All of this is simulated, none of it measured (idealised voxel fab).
Process module name: voxel transistor to metal
Displayed cross-section: cut, width of 295 nm, square cells sized 5 nm.
Cross-section spec: square-cell grid; bands listed top down; each band is one or more rows. First you get the band's top height and its bottom height, in nm, and then the materials it's made of, left to right, with each width in nm. If you see a single material with "everywhere", that one covers the band edge to edge. "blank" is empty space. Heads up on the height convention: 0 is the point under which the incoming wafer is all one material, and the lowest band has no bottom, it just keeps going down, like "0..down". The width entry "30..40" should be interpreted row by row: the top row of cells in the band takes the first number, the bottom row takes the second number, and the change between adjacent rows is uniform throughout. Key: "all unchanged" - step with no changed cell in the cross-section. Basically, "Closed internal voids" tells you about the enclosed voids: empty spaces with no open way to the top, 8 cells or bigger, each written width x height at distance, where distance is from the left edge, all in nm. Whatever follows a step's settings on its line is a remark the simulator itself makes about that step. overlay nm: on a step with a mask, how far right of its planned place the mask lay; negative means left.

Below is the list of planned process steps:
step 1: op RECEIVE | material Si
step 2: op OXIDIZE | depth nm 5
step 3: op CONFORMAL_DEP | material SiN | thk nm 15
step 4: op DIRECTIONAL_DEP | material aC | thk nm 10
step 5: op PATTERN | tone cover | mask id ACTIVE | material resist | width nm 95 | pitch nm 125 | thk nm 30 | overlay nm 0
step 6: op DIRECTIONAL_ETCH | etch materials aC | depth nm 10
step 7: op STRIP | etch materials resist
step 8: op DIRECTIONAL_ETCH | etch materials SiN | depth nm 15
step 9: op DIRECTIONAL_ETCH | etch materials SiO2 | depth nm 5
step 10: op DIRECTIONAL_ETCH | etch materials Si | depth nm 30
step 11: op STRIP | etch materials aC
step 12: op OXIDIZE | depth nm 5
step 13: op FILL_DEP | material SiO2 | thk nm 10
step 14: op CMP | height nm 15
step 15: op SELECTIVE_ETCH | etch materials SiO2 | depth nm 10
step 16: op STRIP | etch materials SiN
step 17: op SELECTIVE_ETCH | etch materials SiO2 | depth nm 5
step 18: op OXIDIZE | depth nm 5
step 19: op DIRECTIONAL_DEP | material polySi | thk nm 20
step 20: op DIRECTIONAL_DEP | material SiCN | thk nm 10
step 21: op PATTERN | tone cover | mask id GATE | material resist | width nm 15 | pitch nm 125 | thk nm 15 | overlay nm -15
step 22: op DIRECTIONAL_ETCH | etch materials SiCN | depth nm 20
step 23: op DIRECTIONAL_ETCH | etch materials polySi | depth nm 30
step 24: op STRIP | etch materials resist
step 25: op CONFORMAL_DEP | material SiN | thk nm 5
step 26: op DIRECTIONAL_ETCH | etch materials SiN | depth nm 5
step 27: op DIRECTIONAL_ETCH | etch materials SiO2 | depth nm 5
step 28: op DIRECTIONAL_ETCH | etch materials Si | depth nm 10
step 29: op EPI | material SiGe | thk nm 15
step 30: op FILL_DEP | material SiO2 | thk nm 5
step 31: op CMP | height nm 25
step 32: op DIRECTIONAL_DEP | material SiO2 | thk nm 15
step 33: op MASKED_ETCH | tone open | mask id CONTACT | width nm 25 | etch materials SiO2 | depth nm 45 | overlay nm 0
step 34: op CONFORMAL_DEP | material TiN | thk nm 5
step 35: op FILL_DEP | material Ru | thk nm 5
step 36: op CMP | height nm 40
step 37: op DIRECTIONAL_DEP | material TiN | thk nm 5
step 38: op DIRECTIONAL_DEP | material Ru | thk nm 15
step 39: op MASKED_ETCH | tone cover | mask id METAL_1 | width nm 15 | etch materials Ru | depth nm 15 | overlay nm 0
step 40: op MASKED_ETCH | tone cover | mask id METAL_1 | width nm 15 | etch materials TiN | depth nm 5 | overlay nm 0
step 41: op CONFORMAL_DEP | material SiCN | thk nm 5
step 42: op FILL_DEP | material lowk | thk nm 10
step 43: op CMP | height nm 60
step 44: op CONFORMAL_DEP | material SiN | thk nm 5
The wafers in this document start out alike and differ in the overlay nm applied at step 21; the plan shows the value used for the first wafer.

Received wafers, first of several: cross-section after step 1:
* 0..down = Si everywhere
* Closed internal voids: none

The rows of the table below are wafers. Looking at the end of the module, a row counts, for every material, the cells the wafer has gained, shown as (+), or lost, shown as (-), since it was received; its closed voids come next:
overlay nm -15; +96 Ru; -316 Si; +83 SiCN; +100 SiGe; +87 SiN; +488 SiO2; +88 TiN; +117 lowk; +24 polySi; Closed internal voids: none
overlay nm -10; +100 Ru; -316 Si; +83 SiCN; +100 SiGe; +87 SiN; +484 SiO2; +88 TiN; +117 lowk; +24 polySi; Closed internal voids: none
overlay nm -5; +104 Ru; -316 Si; +83 SiCN; +100 SiGe; +87 SiN; +476 SiO2; +92 TiN; +117 lowk; +24 polySi; Closed internal voids: none
overlay nm 0; +108 Ru; -316 Si; +83 SiCN; +100 SiGe; +87 SiN; +468 SiO2; +96 TiN; +117 lowk; +24 polySi; Closed internal voids: none
overlay nm 5; +104 Ru; -316 Si; +83 SiCN; +100 SiGe; +87 SiN; +476 SiO2; +92 TiN; +117 lowk; +24 polySi; Closed internal voids: none
overlay nm 10; +100 Ru; -316 Si; +83 SiCN; +100 SiGe; +87 SiN; +484 SiO2; +88 TiN; +117 lowk; +24 polySi; Closed internal voids: none
overlay nm 15; +96 Ru; -316 Si; +83 SiCN; +100 SiGe; +87 SiN; +488 SiO2; +88 TiN; +117 lowk; +24 polySi; Closed internal voids: none
